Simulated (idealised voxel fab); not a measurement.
Module name: voxel transistor to metal (process module)
Cross-section cut spans 175 nm and uses square cells 5 nm in size.
Square cells in a grid make up a cross-section in this document, and the grid is given as bands, listed from the top down, each one or more rows of cells. Read a band's entry like this: the first values are the height of its top and the height of its bottom in nm, and what follows is the sequence of materials from left to right, each with its width in nm. Note that "empty" is empty space, and that a single material marked "throughout" reaches across the band from edge to edge. Height is counted from the level 0, under which the received wafer is composed throughout of one material. The lowest of the bands is not closed at the bottom but continues downward, in the notation "top 0, no bottom". Note: "30->40" means the width goes from the first number (top row of the band) to the second number (bottom row) in equal steps per row of cells. It should be understood that the words "nothing was modified", when stated for a given step, signify that the cross-section underwent no change in any of its cells during that step. You'll see "Closed void table" listing empty spaces that have no way open to the top, as long as they're 8 cells or more; the notation is width x height at distance, where the distance is from the left edge, and all of it is in nm. Note: text after step settings on the step line = simulator remark on that step. If you see "overlay nm" on a step's line and that step has a mask, it's telling you how far right of where it was planned the mask ended up; a negative number means it went left instead. Below you will find pairs of cross-sections. In each, one shows the wafer before one process step and the other after it, with the after view ending at the lowest band that changed. Under each pair is the step separating them, along with its settings. Do not assume the pairs form a chain: they can come from different runs of this module on the same starting wafer, and a pair continues from the pair above it only when its "Incoming structure" entry says so.

## Incoming structure
- top 40, bottom 25  40 SiO2  5 TiN  5 Ru  5 TiN  65 SiO2  5 TiN  5 Ru  5 TiN  40 SiO2
- top 25, bottom 5  40 SiO2  5 TiN  5 Ru  5 TiN  20 SiO2  10 SiN  5 HfO2  5 TiN  5 W  5 TiN  5 HfO2  10 SiN  5 TiN  5 Ru  5 TiN  40 SiO2
- top 5, bottom 0  25 SiO2  10 SiN  5 SiO2  5 TiN  5 Ru  5 TiN  20 SiO2  10 SiN  5 HfO2  15 TiN  5 HfO2  10 SiN  15 TiN  5 SiO2  10 SiN  25 SiO2
- top 0, bottom -5  40 SiO2  15 TiN  15 SiO2  5 pSi  5 SiO2  35 HfO2  5 SiO2  5 pSi  10 TiN  40 SiO2
- top -5, bottom -10  35 SiO2  40 pSi  45 Si  20 pSi  35 SiO2
- top -10, bottom -40  35 SiO2  105 Si  35 SiO2
- top -40, no bottom  Si throughout
- Closed void table: none

## Post-Process Section
- top 45, bottom 40  TiN throughout
- Under 40: no change, same as before.
- Closed void table: none
The step carried out between the cross-section before it and the cross-section after it, both shown above, is DIRECTIONAL_DEP, material TiN, thk nm 5

Incoming structure: taken from the pair above, after panel.

## Post-Process Section
- top 60, bottom 45  W throughout
- Under 45: no change, same as before.
- Closed void table: none
The step carried out between the cross-section before it and the cross-section after it, both shown above, is DIRECTIONAL_DEP, material W, thk nm 15

Incoming structure: taken from the pair above, after panel.

## Post-Process Section
- top 60, bottom 45  40 empty  15 W  65 empty  15 W  40 empty
- Under 45: no change, same as before.
- Closed void table: none
The step carried out between the cross-section before it and the cross-section after it, both shown above, is MASKED_ETCH, tone cover, mask id METAL_1, width nm 15, pitch nm 80, etch materials W, depth nm 15, overlay nm 0

Incoming structure: taken from the pair above, after panel.

## Post-Process Section
- top 60, bottom 45  40 empty  15 W  65 empty  15 W  40 empty
- top 45, bottom 40  40 empty  15 TiN  65 empty  15 TiN  40 empty
- Under 40: no change, same as before.
- Closed void table: none
The step carried out between the cross-section before it and the cross-section after it, both shown above, is MASKED_ETCH, tone cover, mask id METAL_1, width nm 15, pitch nm 80, etch materials TiN, depth nm 5, overlay nm 0

Incoming structure: taken from the pair above, after panel.

## Post-Process Section
- top 65, bottom 60  35 empty  25 SiN  55 empty  25 SiN  35 empty
- top 60, bottom 45  35 empty  5 SiN  15 W  5 SiN  55 empty  5 SiN  15 W  5 SiN  35 empty
- top 45, bottom 40  40 SiN  15 TiN  65 SiN  15 TiN  40 SiN
- Under 40: no change, same as before.
- Closed void table: none
The step carried out between the cross-section before it and the cross-section after it, both shown above, is CONFORMAL_DEP, material SiN, thk nm 5

Incoming structure: taken from the pair above, after panel.

## Post-Process Section
- top 75, bottom 65  SiO2 throughout
- top 65, bottom 60  35 SiO2  25 SiN  55 SiO2  25 SiN  35 SiO2
- top 60, bottom 45  35 SiO2  5 SiN  15 W  5 SiN  55 SiO2  5 SiN  15 W  5 SiN  35 SiO2
- Under 45: no change, same as before.
- Closed void table: none
The step carried out between the cross-section before it and the cross-section after it, both shown above, is FILL_DEP, material SiO2, thk nm 10

Incoming structure: taken from the pair above, after panel.

## Post-Process Section
- top 60, bottom 45  35 SiO2  5 SiN  15 W  5 SiN  55 SiO2  5 SiN  15 W  5 SiN  35 SiO2
- Under 45: no change, same as before.
- Closed void table: none
The step carried out between the cross-section before it and the cross-section after it, both shown above, is CMP, height nm 60

Incoming structure: taken from the pair above, after panel.

## Post-Process Section
- top 65, bottom 60  SiCN throughout
- Under 60: no change, same as before.
- Closed void table: none
The step carried out between the cross-section before it and the cross-section after it, both shown above, is CONFORMAL_DEP, material SiCN, thk nm 5

## Incoming structure
- top 40, bottom 25  40 SiO2  15 empty  65 SiO2  15 empty  40 SiO2
- top 25, bottom 5  40 SiO2  15 empty  10 SiO2  10 SiN  5 HfO2  5 TiN  5 W  5 TiN  5 HfO2  10 SiN  10 SiO2  15 empty  40 SiO2
- top 5, bottom 0  25 SiO2  10 SiN  5 SiO2  15 empty  10 SiO2  10 SiN  5 HfO2  15 TiN  5 HfO2  10 SiN  10 SiO2  15 empty  5 SiO2  10 SiN  25 SiO2
- top 0, bottom -5  40 SiO2  15 empty  5 SiO2  5 pSi  5 SiO2  35 HfO2  5 SiO2  5 pSi  5 SiO2  15 empty  40 SiO2
- top -5, bottom -10  35 SiO2  30 pSi  45 Si  30 pSi  35 SiO2
- top -10, bottom -40  35 SiO2  105 Si  35 SiO2
- top -40, no bottom  Si throughout
- Closed void table: none

## Post-Process Section
- top 45, bottom 40  45 aC  5 empty  75 aC  5 empty  45 aC
- top 40, bottom 25  40 SiO2  5 aC  5 empty  5 aC  65 SiO2  5 aC  5 empty  5 aC  40 SiO2
- top 25, bottom 5  40 SiO2  5 aC  5 empty  5 aC  10 SiO2  10 SiN  5 HfO2  5 TiN  5 W  5 TiN  5 HfO2  10 SiN  10 SiO2  5 aC  5 empty  5 aC  40 SiO2
- top 5, bottom 0  25 SiO2  10 SiN  5 SiO2  5 aC  5 empty  5 aC  10 SiO2  10 SiN  5 HfO2  15 TiN  5 HfO2  10 SiN  10 SiO2  5 aC  5 empty  5 aC  5 SiO2  10 SiN  25 SiO2
- top 0, bottom -5  40 SiO2  15 aC  5 SiO2  5 pSi  5 SiO2  35 HfO2  5 SiO2  5 pSi  5 SiO2  15 aC  40 SiO2
- Under -5: no change, same as before.
- Closed void table: none
The step carried out between the cross-section before it and the cross-section after it, both shown above, is CONFORMAL_DEP, material aC, thk nm 5

Incoming structure: taken from the pair above, after panel.

## Post-Process Section
- top 55, bottom 45  Ru throughout
- top 45, bottom 40  45 aC  5 Ru  75 aC  5 Ru  45 aC
- top 40, bottom 25  40 SiO2  5 aC  5 Ru  5 aC  65 SiO2  5 aC  5 Ru  5 aC  40 SiO2
- top 25, bottom 5  40 SiO2  5 aC  5 Ru  5 aC  10 SiO2  10 SiN  5 HfO2  5 TiN  5 W  5 TiN  5 HfO2  10 SiN  10 SiO2  5 aC  5 Ru  5 aC  40 SiO2
- top 5, bottom 0  25 SiO2  10 SiN  5 SiO2  5 aC  5 Ru  5 aC  10 SiO2  10 SiN  5 HfO2  15 TiN  5 HfO2  10 SiN  10 SiO2  5 aC  5 Ru  5 aC  5 SiO2  10 SiN  25 SiO2
- Under 0: no change, same as before.
- Closed void table: none
The step carried out between the cross-section before it and the cross-section after it, both shown above, is FILL_DEP, material Ru, thk nm 10

Incoming structure: taken from the pair above, after panel.

## Post-Process Section
- top 40, bottom 25  40 SiO2  5 aC  5 Ru  5 aC  65 SiO2  5 aC  5 Ru  5 aC  40 SiO2
- Under 25: no change, same as before.
- Closed void table: none
The step carried out between the cross-section before it and the cross-section after it, both shown above, is CMP, height nm 40

Incoming structure: taken from the pair above, after panel.

## Post-Process Section
- top 45, bottom 40  TiN throughout
- Under 40: no change, same as before.
- Closed void table: none
The step carried out between the cross-section before it and the cross-section after it, both shown above, is DIRECTIONAL_DEP, material TiN, thk nm 5

Incoming structure: taken from the pair above, after panel.

## Post-Process Section
- top 60, bottom 45  W throughout
- Under 45: no change, same as before.
- Closed void table: none
The step carried out between the cross-section before it and the cross-section after it, both shown above, is DIRECTIONAL_DEP, material W, thk nm 15

Incoming structure: taken from the pair above, after panel.

## Post-Process Section
- top 60, bottom 45  40 empty  15 W  65 empty  15 W  40 empty
- Under 45: no change, same as before.
- Closed void table: none
The step carried out between the cross-section before it and the cross-section after it, both shown above, is MASKED_ETCH, tone cover, mask id METAL_1, width nm 15, pitch nm 80, etch materials W, depth nm 15, overlay nm 0

Incoming structure: taken from the pair above, after panel.

## Post-Process Section
- top 60, bottom 45  40 empty  15 W  65 empty  15 W  40 empty
- top 45, bottom 40  40 empty  15 TiN  65 empty  15 TiN  40 empty
- Under 40: no change, same as before.
- Closed void table: none
The step carried out between the cross-section before it and the cross-section after it, both shown above, is MASKED_ETCH, tone cover, mask id METAL_1, width nm 15, pitch nm 80, etch materials TiN, depth nm 5, overlay nm 0

Incoming structure: taken from the pair above, after panel.

## Post-Process Section
- top 65, bottom 60  35 empty  25 SiN  55 empty  25 SiN  35 empty
- top 60, bottom 45  35 empty  5 SiN  15 W  5 SiN  55 empty  5 SiN  15 W  5 SiN  35 empty
- top 45, bottom 40  40 SiN  15 TiN  65 SiN  15 TiN  40 SiN
- Under 40: no change, same as before.
- Closed void table: none
The step carried out between the cross-section before it and the cross-section after it, both shown above, is CONFORMAL_DEP, material SiN, thk nm 5

Incoming structure: taken from the pair above, after panel.

## Post-Process Section
- top 75, bottom 65  SiO2 throughout
- top 65, bottom 60  35 SiO2  25 SiN  55 SiO2  25 SiN  35 SiO2
- top 60, bottom 45  35 SiO2  5 SiN  15 W  5 SiN  55 SiO2  5 SiN  15 W  5 SiN  35 SiO2
- Under 45: no change, same as before.
- Closed void table: none
The step carried out between the cross-section before it and the cross-section after it, both shown above, is FILL_DEP, material SiO2, thk nm 10

Incoming structure: taken from the pair above, after panel.

## Post-Process Section
- top 60, bottom 45  35 SiO2  5 SiN  15 W  5 SiN  55 SiO2  5 SiN  15 W  5 SiN  35 SiO2
- Under 45: no change, same as before.
- Closed void table: none
The step carried out between the cross-section before it and the cross-section after it, both shown above, is CMP, height nm 60

Incoming structure: taken from the pair above, after panel.

## Post-Process Section
- top 65, bottom 60  SiCN throughout
- Under 60: no change, same as before.
- Closed void table: none
The step carried out between the cross-section before it and the cross-section after it, both shown above, is CONFORMAL_DEP, material SiCN, thk nm 5

## Incoming structure
- top 60, bottom 45  W throughout
- top 45, bottom 40  TiN throughout
- top 40, bottom 25  40 SiO2  5 TiN  5 Ru  5 TiN  65 SiO2  5 TiN  5 Ru  5 TiN  40 SiO2
- top 25, bottom 5  40 SiO2  5 TiN  5 Ru  5 TiN  10 SiO2  10 SiN  5 HfO2  5 TiN  5 W  5 TiN  5 HfO2  10 SiN  10 SiO2  5 TiN  5 Ru  5 TiN  40 SiO2
- top 5, bottom 0  25 SiO2  10 SiN  5 SiO2  5 TiN  5 Ru  5 TiN  10 SiO2  10 SiN  5 HfO2  15 TiN  5 HfO2  10 SiN  10 SiO2  5 TiN  5 Ru  5 TiN  5 SiO2  10 SiN  25 SiO2
- top 0, bottom -5  40 SiO2  15 TiN  5 SiO2  5 pSi  5 SiO2  35 HfO2  5 SiO2  5 pSi  5 SiO2  15 TiN  40 SiO2
- top -5, bottom -10  35 SiO2  30 pSi  45 Si  30 pSi  35 SiO2
- top -10, bottom -40  35 SiO2  105 Si  35 SiO2
- top -40, no bottom  Si throughout
- Closed void table: none

## Post-Process Section
- top 60, bottom 45  40 W  15 empty  65 W  15 empty  40 W
- Under 45: no change, same as before.
- Closed void table: none
The step carried out between the cross-section before it and the cross-section after it, both shown above, is MASKED_ETCH, tone open, mask id METAL_1, width nm 15, pitch nm 80, etch materials W, depth nm 15, overlay nm 0

Incoming structure: taken from the pair above, after panel.

## Post-Process Section
- top 65, bottom 60  45 SiN  5 empty  75 SiN  5 empty  45 SiN
- top 60, bottom 50  40 W  5 SiN  5 empty  5 SiN  65 W  5 SiN  5 empty  5 SiN  40 W
- top 50, bottom 45  40 W  15 SiN  65 W  15 SiN  40 W
- Under 45: no change, same as before.
- Closed void table: none
The step carried out between the cross-section before it and the cross-section after it, both shown above, is CONFORMAL_DEP, material SiN, thk nm 5

Incoming structure: taken from the pair above, after panel.

## Post-Process Section
- top 75, bottom 65  SiO2 throughout
- top 65, bottom 60  45 SiN  5 SiO2  75 SiN  5 SiO2  45 SiN
- top 60, bottom 50  40 W  5 SiN  5 SiO2  5 SiN  65 W  5 SiN  5 SiO2  5 SiN  40 W
- Under 50: no change, same as before.
- Closed void table: none
The step carried out between the cross-section before it and the cross-section after it, both shown above, is FILL_DEP, material SiO2, thk nm 10

Incoming structure: taken from the pair above, after panel.

## Post-Process Section
- top 60, bottom 50  40 W  5 SiN  5 SiO2  5 SiN  65 W  5 SiN  5 SiO2  5 SiN  40 W
- Under 50: no change, same as before.
- Closed void table: none
The step carried out between the cross-section before it and the cross-section after it, both shown above, is CMP, height nm 60

Incoming structure: taken from the pair above, after panel.

## Post-Process Section
- top 65, bottom 60  SiCN throughout
- Under 60: no change, same as before.
- Closed void table: none
The step carried out between the cross-section before it and the cross-section after it, both shown above, is CONFORMAL_DEP, material SiCN, thk nm 5
